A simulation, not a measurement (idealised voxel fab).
Module name: voxel released beams (process module)
The width of the displayed cross-section, cut, is 180 nm; its cells are square, with a size of 5 nm.
A cross-section is written here as square cells arranged in a grid, and it is given in bands from the top down, each band taking up one or more rows of cells. In this notation a band is specified by the heights of its top and bottom, in that order and in nm, after which its materials appear from left to right, each paired with its width in nm. The word "everywhere" attached to a single material means that material fills the band from edge to edge; the word "blank" stands for empty space. Where do heights start? At 0: under that level the wafer as delivered is made of one material only. And the lowest band has no floor; it just carries on downward, as in "0..down". You'd read "30->40" like this: the band's top row of cells is as wide as the first number, its bottom row is as wide as the second, and going down, every row changes width by the same amount as the row before did. "same as before" -> step changed no cross-section cell. Empty spaces counting at least 8 cells and having no open way to the top are listed in "Entrapped void list". The notation width x height at distance is used for each, the distance being from the left edge and all three values in nm. Where a step's line continues beyond its settings, the continuation is a remark by the simulator itself on that step. overlay nm: how far to the right of its planned place the mask lay on this masked step (negative: to the left).

**Set out below are the planned steps of the process**
1 RECEIVE, material Si
2 CONFORMAL_DEP, material Al2O3, thk nm 5
3 DIRECTIONAL_DEP, material SiO2, thk nm 20
4 MASKED_ETCH, tone open, mask id ANCHOR, width nm 30, etch materials SiO2, depth nm 20, overlay nm 0
5 CONFORMAL_DEP, material SiN, thk nm 15
6 PATTERN, tone cover, mask id BEAM, material resist, width nm 105, thk nm 15, overlay nm 0
7 DIRECTIONAL_ETCH, etch materials SiN, depth nm 15
8 STRIP, etch materials resist
9 STRIP, etch materials SiO2
varied across the wafers: width nm of step 4. The plan shows the first wafer's value. All wafers start alike

**After step 1, as received: first of several wafers, cross-section**
* 0..down: Si everywhere
* Entrapped void list: none

**At the end of the module, after its last step, step 9, the first of several wafers appears in cross-section as follows**
* 40..25: 35 nm blank / 105 nm SiN / 40 nm blank
* 25..5: 45 nm blank / 30 nm SiN / 105 nm blank
* 5..0: Al2O3 everywhere
* 0..down: Si everywhere
* Entrapped void list: none

**Final wafer cross-section at module end**
* 40..25: 35 nm blank / 15 nm SiN / 25 nm blank / 65 nm SiN / 40 nm blank
* 25..20: 35 nm blank / 15 nm SiN / 25 nm blank / 15 nm SiN / 90 nm blank
* 20..5: 35 nm blank / 55 nm SiN / 90 nm blank
* 5..0: Al2O3 everywhere
* 0..down: Si everywhere
* Entrapped void list: none

**Where each wafer stands at the end of the module, a row apiece: cells of each material gained (+) or lost (-) since it was received, then closed voids**
width nm 30; +36 Al2O3; +87 SiN; Entrapped void list: none
width nm 35; +36 Al2O3; +87 SiN; Entrapped void list: none
width nm 40; +36 Al2O3; +87 SiN; Entrapped void list: none
width nm 45; +36 Al2O3; +87 SiN; Entrapped void list: none
width nm 50; +36 Al2O3; +87 SiN; Entrapped void list: none
width nm 55; +36 Al2O3; +87 SiN; Entrapped void list: none
